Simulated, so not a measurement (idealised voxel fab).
You're looking at the process module voxel wiring stack.
We display cut, a cross-section 155 nm in width whose square cells are each 5 nm.
For the purposes of this document, a cross-section shall be understood as a grid of square cells, specified as bands listed in top-to-bottom order, each band consisting of one or more rows of cells.
Quick guide to a band line: top height, bottom height (nm) up front; then every material left to right with its width in nm. Only one material and it's marked "throughout"? Then it fills the band edge to edge. And "empty" just means empty space.
Height datum 0, below which the as-received substrate wafer is one material. Lowest band open at the bottom, running downward: "0 -> down".
Per-row width for "30 to 40": begins at first number (top row of band), ends at second number (bottom row), increment between rows held constant.
Basically "nothing altered" means that step didn't change any cell in the cross-section.
In the "Enclosed voids" entry, you get each enclosed empty space of 8 cells or more, one with no open way to the top, written width x height at distance, distance from the left edge, in nm.
Read whatever lies past the settings on a step's line as the simulator's own remark about the step.
You can add "overlay nm" to a step's line. For a step with a mask, it describes how far the mask lay to the right of its planned position, and a negative number describes a lay to the left.
**plan**
1) RECEIVE with material Si
2) CONFORMAL_DEP with material SiO2, thk nm 15
3) CONFORMAL_DEP with material SiCN, thk nm 5
4) DIRECTIONAL_DEP with material lowk, thk nm 20
5) PATTERN with tone open, mask id METAL_1, material resist, width nm 20, pitch nm 40, thk nm 20, overlay nm 0
6) DIRECTIONAL_ETCH with etch materials lowk, depth nm 20
7) DIRECTIONAL_ETCH with etch materials SiCN, depth nm 5
8) STRIP with etch materials resist
9) CONFORMAL_DEP with material TiN, thk nm 5
10) FILL_DEP with material W, thk nm 10
11) CMP with height nm 40
12) CONFORMAL_DEP with material SiCN, thk nm 5
13) DIRECTIONAL_DEP with material lowk, thk nm 15
14) MASKED_ETCH with tone open, mask id PLUG_1, width nm 15, pitch nm 40, etch materials lowk, depth nm 15, overlay nm 0
15) MASKED_ETCH with tone open, mask id PLUG_1, width nm 15, pitch nm 40, etch materials SiCN, depth nm 5, overlay nm 0
16) EPI with material Ru, thk nm 10
17) EPI with material Ru, thk nm 10
18) CONFORMAL_DEP with material SiCN, thk nm 5
19) DIRECTIONAL_DEP with material SiO2, thk nm 25
20) DIRECTIONAL_DEP with material aC, thk nm 10
21) PATTERN with tone open, mask id METAL_2, material resist, width nm 20, pitch nm 40, thk nm 25, overlay nm 0
22) DIRECTIONAL_ETCH with etch materials aC, depth nm 10
23) STRIP with etch materials resist
24) DIRECTIONAL_ETCH with etch materials SiO2, depth nm 25
25) DIRECTIONAL_ETCH with etch materials SiCN, depth nm 5
26) STRIP with etch materials aC
27) CONFORMAL_DEP with material TiN, thk nm 5
28) FILL_DEP with material W, thk nm 10
29) CMP with height nm 90
30) CONFORMAL_DEP with material SiCN, thk nm 5
31) DIRECTIONAL_DEP with material SiO2, thk nm 15
32) MASKED_ETCH with tone open, mask id PLUG_2, width nm 15, pitch nm 40, etch materials SiO2, depth nm 15, overlay nm 0
33) MASKED_ETCH with tone open, mask id PLUG_2, width nm 15, pitch nm 40, etch materials SiCN, depth nm 5, overlay nm 0
34) EPI with material Ru, thk nm 10
35) EPI with material Ru, thk nm 10
36) CONFORMAL_DEP with material SiCN, thk nm 5
37) DIRECTIONAL_DEP with material lowk, thk nm 15
38) DIRECTIONAL_DEP with material aC, thk nm 10
39) PATTERN with tone open, mask id METAL_3, material resist, width nm 20, pitch nm 40, thk nm 30, overlay nm 0
40) DIRECTIONAL_ETCH with etch materials aC, depth nm 10
41) STRIP with etch materials resist
42) DIRECTIONAL_ETCH with etch materials lowk, depth nm 15
43) DIRECTIONAL_ETCH with etch materials SiCN, depth nm 5
44) STRIP with etch materials aC
45) CONFORMAL_DEP with material TiN, thk nm 5
46) FILL_DEP with material Cu, thk nm 5
47) CMP with height nm 130
48) EPI with material Ru, thk nm 5
49) FILL_DEP with material SiCN, thk nm 5
**Here's what the wafer looked like in cross-section when it arrived - that's after step 1**
- 0 -> down = Si throughout
- Enclosed voids: none
**Cross-sectional result after module completion. Note: starting condition and plan are unchanged from above; one processing mistake was made**
- 140 -> 135 = SiCN throughout
- 135 -> 130 = 20 nm SiCN / 30 nm Ru / 10 nm SiCN / 30 nm Ru / 10 nm SiCN / 30 nm Ru / 25 nm SiCN
- 130 -> 115 = 25 nm lowk / 5 nm TiN / 10 nm Cu / 5 nm TiN / 20 nm lowk / 5 nm TiN / 10 nm Cu / 5 nm TiN / 20 nm lowk / 5 nm TiN / 10 nm Cu / 5 nm TiN / 30 nm lowk
- 115 -> 110 = 25 nm SiCN / 20 nm TiN / 20 nm SiCN / 20 nm TiN / 20 nm SiCN / 20 nm TiN / 30 nm SiCN
- 110 -> 95 = 25 nm SiO2 / 15 nm Ru / 25 nm SiO2 / 15 nm Ru / 25 nm SiO2 / 15 nm Ru / 35 nm SiO2
- 95 -> 90 = 25 nm SiCN / 15 nm Ru / 25 nm SiCN / 15 nm Ru / 25 nm SiCN / 15 nm Ru / 35 nm SiCN
- 90 -> 80 = 5 nm TiN / 20 nm SiO2 / 5 nm TiN / 10 nm W / 5 nm TiN / 20 nm SiO2 / 5 nm TiN / 10 nm W / 5 nm TiN / 20 nm SiO2 / 5 nm TiN / 10 nm W / 5 nm TiN / 15 nm SiO2 / 5 nm TiN / 10 nm W
- 80 -> 75 = 5 nm TiN / 20 nm SiO2 / 5 nm TiN / 10 nm W / 5 nm TiN / 20 nm SiO2 / 5 nm TiN / 10 nm W / 5 nm TiN / 20 nm SiO2 / 5 nm TiN / 10 nm W / 5 nm TiN / 15 nm SiO2 / 15 nm TiN
- 75 -> 65 = 25 nm SiO2 / 5 nm TiN / 10 nm W / 5 nm TiN / 20 nm SiO2 / 5 nm TiN / 10 nm W / 5 nm TiN / 20 nm SiO2 / 5 nm TiN / 10 nm W / 5 nm TiN / 30 nm SiO2
- 65 -> 60 = 5 nm SiO2 / 20 nm SiCN / 20 nm TiN / 20 nm SiCN / 20 nm TiN / 20 nm SiCN / 20 nm TiN / 15 nm SiCN / 15 nm SiO2
- 60 -> 50 = 5 nm SiO2 / 5 nm SiCN / 125 nm Ru / 5 nm SiCN / 15 nm SiO2
- 50 -> 45 = 10 nm SiCN / 125 nm Ru / 20 nm SiCN
- 45 -> 40 = 25 nm SiCN / 15 nm Ru / 25 nm SiCN / 15 nm Ru / 25 nm SiCN / 15 nm Ru / 35 nm SiCN
- 40 -> 20 = 25 nm lowk / 5 nm TiN / 10 nm W / 5 nm TiN / 20 nm lowk / 5 nm TiN / 10 nm W / 5 nm TiN / 20 nm lowk / 5 nm TiN / 10 nm W / 5 nm TiN / 30 nm lowk
- 20 -> 15 = 25 nm SiCN / 20 nm TiN / 20 nm SiCN / 20 nm TiN / 20 nm SiCN / 20 nm TiN / 30 nm SiCN
- 15 -> 0 = SiO2 throughout
- 0 -> down = Si throughout
- Enclosed voids: none
Short version of what went wrong: no execution of plan step 13; skipped
